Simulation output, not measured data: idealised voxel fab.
voxel self aligned contacts: a process module
We display cut, a cross-section 220 nm in width whose square cells are each 5 nm.
The cross-sections in this document take the form of a grid made of square cells. They are written out as bands, in order from top to bottom. Each band consists of one or more rows of cells. Within each band entry, the heights of the top and of the bottom of the band appear first, in that order and in nm; the materials of the band then follow from left to right, each with its corresponding width in nm. The designation "full width" on a single material indicates that it fills the band from edge to edge; the designation "empty" indicates empty space. A quick word on heights: they are counted from 0, and under that level the wafer as it came to us is one material throughout. The lowest band is different from the rest in having no bottom; it simply continues downward, written as in "0 -> down". The width entry "30..40" should be interpreted row by row: the top row of cells in the band takes the first number, the bottom row takes the second number, and the change between adjacent rows is uniform throughout. No cell of the cross-section changed in a step that is given as "nothing different". The entry "Trapped void list" lists the empty spaces that cover at least 8 cells and have no open path to the top. Each is written as width x height at distance, where the distance is measured from the left edge and all three values are in nm. Text after the settings on a step's line: the simulator's own remark on that step. overlay nm: where the mask lay relative to plan, measured to the right, on steps with a mask; negatives go left.

-- The process steps that were planned are listed below
1: op RECEIVE | material Si
2: op CONFORMAL_DEP | material SiO2 | thk nm 5
3: op DIRECTIONAL_DEP | material polySi | thk nm 30
4: op DIRECTIONAL_DEP | material SiN | thk nm 15
5: op PATTERN | tone cover | mask id GATE | material resist | width nm 25 | pitch nm 55 | thk nm 20 | overlay nm 0
6: op DIRECTIONAL_ETCH | etch materials SiN | depth nm 15
7: op DIRECTIONAL_ETCH | etch materials polySi | depth nm 30
8: op STRIP | etch materials resist
9: op CONFORMAL_DEP | material SiN | thk nm 5
10: op DIRECTIONAL_ETCH | etch materials SiN | depth nm 5
11: op FILL_DEP | material SiO2 | thk nm 10
12: op CMP | height nm 55
13: op PATTERN | tone open | mask id CONTACT | material resist | width nm 40 | pitch nm 55 | thk nm 20 | overlay nm 0
14: op DIRECTIONAL_ETCH | etch materials SiO2 | depth nm 55
15: op STRIP | etch materials resist
16: op CONFORMAL_DEP | material TiN | thk nm 5
17: op FILL_DEP | material W | thk nm 5
18: op CMP | height nm 55
19: op CONFORMAL_DEP | material SiCN | thk nm 5

-- So, the first of our two wafers, run just as we planned it

-- Incoming wafer in cross-section (state: after step 1)
0 -> down | Si full width
Trapped void list: none

-- Cross-sectional representation of the wafer at the conclusion of step 2
5 -> 0 | SiO2 full width
Below 0, the layers are the same as they were.

-- Cross-sectional representation of the wafer at the conclusion of step 3
35 -> 5 | polySi full width
Below 5, the layers are the same as they were.

-- Cross-sectional representation of the wafer at the conclusion of step 4
50 -> 35 | SiN full width
Below 35, the layers are the same as they were.

-- Cross-sectional representation of the wafer at the conclusion of step 5
70 -> 50 | 40 of empty  25 of resist  30 of empty  25 of resist  30 of empty  25 of resist  45 of empty
Below 50, the layers are the same as they were.

-- Cross-sectional representation of the wafer at the conclusion of step 6
70 -> 50 | 40 of empty  25 of resist  30 of empty  25 of resist  30 of empty  25 of resist  45 of empty
50 -> 35 | 40 of empty  25 of SiN  30 of empty  25 of SiN  30 of empty  25 of SiN  45 of empty
Below 35, the layers are the same as they were.

-- Cross-sectional representation of the wafer at the conclusion of step 7
70 -> 50 | 40 of empty  25 of resist  30 of empty  25 of resist  30 of empty  25 of resist  45 of empty
50 -> 35 | 40 of empty  25 of SiN  30 of empty  25 of SiN  30 of empty  25 of SiN  45 of empty
35 -> 5 | 40 of empty  25 of polySi  30 of empty  25 of polySi  30 of empty  25 of polySi  45 of empty
Below 5, the layers are the same as they were.

-- Cross-sectional representation of the wafer at the conclusion of step 8
50 -> 35 | 40 of empty  25 of SiN  30 of empty  25 of SiN  30 of empty  25 of SiN  45 of empty
Below 35, the layers are the same as they were.

-- Cross-sectional representation of the wafer at the conclusion of step 9
55 -> 35 | 35 of empty  35 of SiN  20 of empty  35 of SiN  20 of empty  35 of SiN  40 of empty
35 -> 10 | 35 of empty  5 of SiN  25 of polySi  5 of SiN  20 of empty  5 of SiN  25 of polySi  5 of SiN  20 of empty  5 of SiN  25 of polySi  5 of SiN  40 of empty
10 -> 5 | 40 of SiN  25 of polySi  30 of SiN  25 of polySi  30 of SiN  25 of polySi  45 of SiN
Below 5, the layers are the same as they were.

-- Cross-sectional representation of the wafer at the conclusion of step 10
50 -> 35 | 35 of empty  35 of SiN  20 of empty  35 of SiN  20 of empty  35 of SiN  40 of empty
35 -> 5 | 35 of empty  5 of SiN  25 of polySi  5 of SiN  20 of empty  5 of SiN  25 of polySi  5 of SiN  20 of empty  5 of SiN  25 of polySi  5 of SiN  40 of empty
Below 5, the layers are the same as they were.

-- Cross-sectional representation of the wafer at the conclusion of step 11
60 -> 50 | SiO2 full width
50 -> 35 | 35 of SiO2  35 of SiN  20 of SiO2  35 of SiN  20 of SiO2  35 of SiN  40 of SiO2
35 -> 5 | 35 of SiO2  5 of SiN  25 of polySi  5 of SiN  20 of SiO2  5 of SiN  25 of polySi  5 of SiN  20 of SiO2  5 of SiN  25 of polySi  5 of SiN  40 of SiO2
Below 5, the layers are the same as they were.

-- Cross-sectional representation of the wafer at the conclusion of step 12
55 -> 50 | SiO2 full width
Below 50, the layers are the same as they were.

-- Cross-sectional representation of the wafer at the conclusion of step 13
75 -> 55 | 60 of resist  40 of empty  15 of resist  40 of empty  65 of resist
Below 55, the layers are the same as they were.

-- Cross-sectional representation of the wafer at the conclusion of step 14
75 -> 55 | 60 of resist  40 of empty  15 of resist  40 of empty  65 of resist
55 -> 50 | 60 of SiO2  40 of empty  15 of SiO2  40 of empty  65 of SiO2
50 -> 35 | 35 of SiO2  35 of SiN  20 of empty  35 of SiN  20 of empty  35 of SiN  40 of SiO2
35 -> 5 | 35 of SiO2  5 of SiN  25 of polySi  5 of SiN  20 of empty  5 of SiN  25 of polySi  5 of SiN  20 of empty  5 of SiN  25 of polySi  5 of SiN  40 of SiO2
5 -> 0 | 70 of SiO2  20 of empty  35 of SiO2  20 of empty  75 of SiO2
Below 0, the layers are the same as they were.

-- Cross-sectional representation of the wafer at the conclusion of step 15
55 -> 50 | 60 of SiO2  40 of empty  15 of SiO2  40 of empty  65 of SiO2
Below 50, the layers are the same as they were.

-- Cross-sectional representation of the wafer at the conclusion of step 16
60 -> 55 | 65 of TiN  30 of empty  25 of TiN  30 of empty  70 of TiN
55 -> 50 | 60 of SiO2  15 of TiN  10 of empty  15 of TiN  15 of SiO2  15 of TiN  10 of empty  15 of TiN  65 of SiO2
50 -> 35 | 35 of SiO2  35 of SiN  5 of TiN  10 of empty  5 of TiN  35 of SiN  5 of TiN  10 of empty  5 of TiN  35 of SiN  40 of SiO2
35 -> 5 | 35 of SiO2  5 of SiN  25 of polySi  5 of SiN  5 of TiN  10 of empty  5 of TiN  5 of SiN  25 of polySi  5 of SiN  5 of TiN  10 of empty  5 of TiN  5 of SiN  25 of polySi  5 of SiN  40 of SiO2
5 -> 0 | 70 of SiO2  20 of TiN  35 of SiO2  20 of TiN  75 of SiO2
Below 0, the layers are the same as they were.

-- Cross-sectional representation of the wafer at the conclusion of step 17
65 -> 60 | W full width
60 -> 55 | 65 of TiN  30 of W  25 of TiN  30 of W  70 of TiN
55 -> 50 | 60 of SiO2  15 of TiN  10 of W  15 of TiN  15 of SiO2  15 of TiN  10 of W  15 of TiN  65 of SiO2
50 -> 35 | 35 of SiO2  35 of SiN  5 of TiN  10 of W  5 of TiN  35 of SiN  5 of TiN  10 of W  5 of TiN  35 of SiN  40 of SiO2
35 -> 5 | 35 of SiO2  5 of SiN  25 of polySi  5 of SiN  5 of TiN  10 of W  5 of TiN  5 of SiN  25 of polySi  5 of SiN  5 of TiN  10 of W  5 of TiN  5 of SiN  25 of polySi  5 of SiN  40 of SiO2
Below 5, the layers are the same as they were.

-- Cross-sectional representation of the wafer at the conclusion of step 18
55 -> 50 | 60 of SiO2  15 of TiN  10 of W  15 of TiN  15 of SiO2  15 of TiN  10 of W  15 of TiN  65 of SiO2
Below 50, the layers are the same as they were.

-- Cross-sectional representation of the wafer at the conclusion of step 19
60 -> 55 | SiCN full width
Below 55, the layers are the same as they were.

-- The second wafer began exactly as the first did and followed the same plan, but one mistake was made while running it; through step 12 inclusive, the two wafers are identical

-- The second wafer cut through, at the time step 13 was supposed to be finished
75 -> 55 | 60 of empty  40 of resist  15 of empty  40 of resist  65 of empty
Below 55, the layers are the same as they were.

-- The second wafer cut through, at the time step 14 was supposed to be finished
75 -> 55 | 60 of empty  40 of resist  15 of empty  40 of resist  65 of empty
55 -> 50 | 60 of empty  40 of SiO2  15 of empty  40 of SiO2  65 of empty
50 -> 35 | 35 of empty  35 of SiN  20 of SiO2  35 of SiN  20 of SiO2  35 of SiN  40 of empty
35 -> 5 | 35 of empty  5 of SiN  25 of polySi  5 of SiN  20 of SiO2  5 of SiN  25 of polySi  5 of SiN  20 of SiO2  5 of SiN  25 of polySi  5 of SiN  40 of empty
5 -> 0 | 35 of empty  145 of SiO2  40 of empty
Below 0, the layers are the same as they were.

-- The second wafer cut through, at the time step 15 was supposed to be finished
55 -> 50 | 60 of empty  40 of SiO2  15 of empty  40 of SiO2  65 of empty
Below 50, the layers are the same as they were.

-- The second wafer cut through, at the time step 16 was supposed to be finished
60 -> 55 | 55 of empty  50 of TiN  5 of empty  50 of TiN  60 of empty
55 -> 50 | 30 of empty  30 of TiN  40 of SiO2  15 of TiN  40 of SiO2  30 of TiN  35 of empty
50 -> 35 | 30 of empty  5 of TiN  35 of SiN  20 of SiO2  35 of SiN  20 of SiO2  35 of SiN  5 of TiN  35 of empty
35 -> 5 | 30 of empty  5 of TiN  5 of SiN  25 of polySi  5 of SiN  20 of SiO2  5 of SiN  25 of polySi  5 of SiN  20 of SiO2  5 of SiN  25 of polySi  5 of SiN  5 of TiN  35 of empty
5 -> 0 | 35 of TiN  145 of SiO2  40 of TiN
Below 0, the layers are the same as they were.

-- The second wafer cut through, at the time step 17 was supposed to be finished
65 -> 60 | W full width
60 -> 55 | 55 of W  50 of TiN  5 of W  50 of TiN  60 of W
55 -> 50 | 30 of W  30 of TiN  40 of SiO2  15 of TiN  40 of SiO2  30 of TiN  35 of W
50 -> 35 | 30 of W  5 of TiN  35 of SiN  20 of SiO2  35 of SiN  20 of SiO2  35 of SiN  5 of TiN  35 of W
35 -> 5 | 30 of W  5 of TiN  5 of SiN  25 of polySi  5 of SiN  20 of SiO2  5 of SiN  25 of polySi  5 of SiN  20 of SiO2  5 of SiN  25 of polySi  5 of SiN  5 of TiN  35 of W
Below 5, the layers are the same as they were.

-- The second wafer cut through, at the time step 18 was supposed to be finished
55 -> 50 | 30 of W  30 of TiN  40 of SiO2  15 of TiN  40 of SiO2  30 of TiN  35 of W
Below 50, the layers are the same as they were.

-- The second wafer cut through, at the time step 19 was supposed to be finished
60 -> 55 | SiCN full width
Below 55, the layers are the same as they were.
Error vs. plan: the process deviated at step 13: the operation and settings actually run there were op PATTERN | tone cover | mask id CONTACT | material resist | width nm 40 | pitch nm 55 | thk nm 20 | overlay nm 0
Wrapping up, a cell-based count of both wafers puts the second over or under the first for these materials: SiO2: 82 fewer | TiN: 8 fewer | W: 90 more
